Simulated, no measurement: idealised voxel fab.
process module | voxel air gaps
cross-section cut | 250 nm wide | cells 5 nm
A cross-section is a grid of square cells, given in bands from the top down. A band is one or more rows of cells.
Each band's line starts with the height of the band's top and of its bottom, in nm. Then come its materials from left to right, each with its width in nm. One material with "throughout" fills the band from edge to edge. "air" is empty space.
Height 0 is the level under which the wafer as received is all one material. The lowest band goes on downwards, as in "0 down".
A width such as "30 to 40" changes by the same amount from each row of cells to the next, from the band's top row to its bottom row.
"no change" after a step means that no cell of the cross-section changed.
closed voids: empty space of 8 cells or more with no open way to the top, each as width x height at its distance from the left edge, in nm
after a step's settings: what the simulator itself notes on the step
overlay nm, on a step with a mask: how far to the right of its planned place the mask lay; to the left if negative
plan
1 op RECEIVE | material Si
2 op CONFORMAL_DEP | material SiO2 | thk nm 15
3 op CONFORMAL_DEP | material SiN | thk nm 5
4 op DIRECTIONAL_DEP | material SiO2 | thk nm 40
5 op DIRECTIONAL_DEP | material aC | thk nm 15
6 op PATTERN | tone open | mask id LINES | material resist | width nm 15 | pitch nm 40 | thk nm 35 | overlay nm 0
7 op DIRECTIONAL_ETCH | etch materials aC | depth nm 15
8 op STRIP | etch materials resist
9 op DIRECTIONAL_ETCH | etch materials SiO2 | depth nm 40
10 op STRIP | etch materials aC
11 op CONFORMAL_DEP | material TiN | thk nm 5
12 op FILL_DEP | material Cu | thk nm 5
13 op CMP | height nm 60
14 op EPI | material Ru | thk nm 10
15 op SELECTIVE_ETCH | etch materials SiO2 | depth nm 50
16 op CONFORMAL_DEP | material SiCN | thk nm 5
as received, after step 1
  0 down: Si throughout
  closed voids: none
a wafer at the end: this start, this plan, one mistake
  75 to 70: air 60 | SiCN 125 | air 65
  70 to 60: air 60 | SiCN 5 | Ru 35 | SiCN 5 | Ru 35 | SiCN 5 | Ru 35 | SiCN 5 | air 65
  60 to 25: air 60 | SiCN 5 | Ru 10 | TiN 5 | Cu 5 | TiN 5 | Ru 10 | SiCN 5 | Ru 10 | TiN 5 | Cu 5 | TiN 5 | Ru 10 | SiCN 5 | Ru 10 | TiN 5 | Cu 5 | TiN 5 | Ru 10 | SiCN 5 | air 65
  25 to 20: SiCN 65 | Ru 10 | TiN 15 | Ru 10 | SiCN 5 | Ru 10 | TiN 15 | Ru 10 | SiCN 5 | Ru 10 | TiN 15 | Ru 10 | SiCN 70
  20 to 15: SiN throughout
  15 to 0: SiO2 throughout
  0 down: Si throughout
  closed voids: none
what went wrong: steps 14 and 15 were swapped
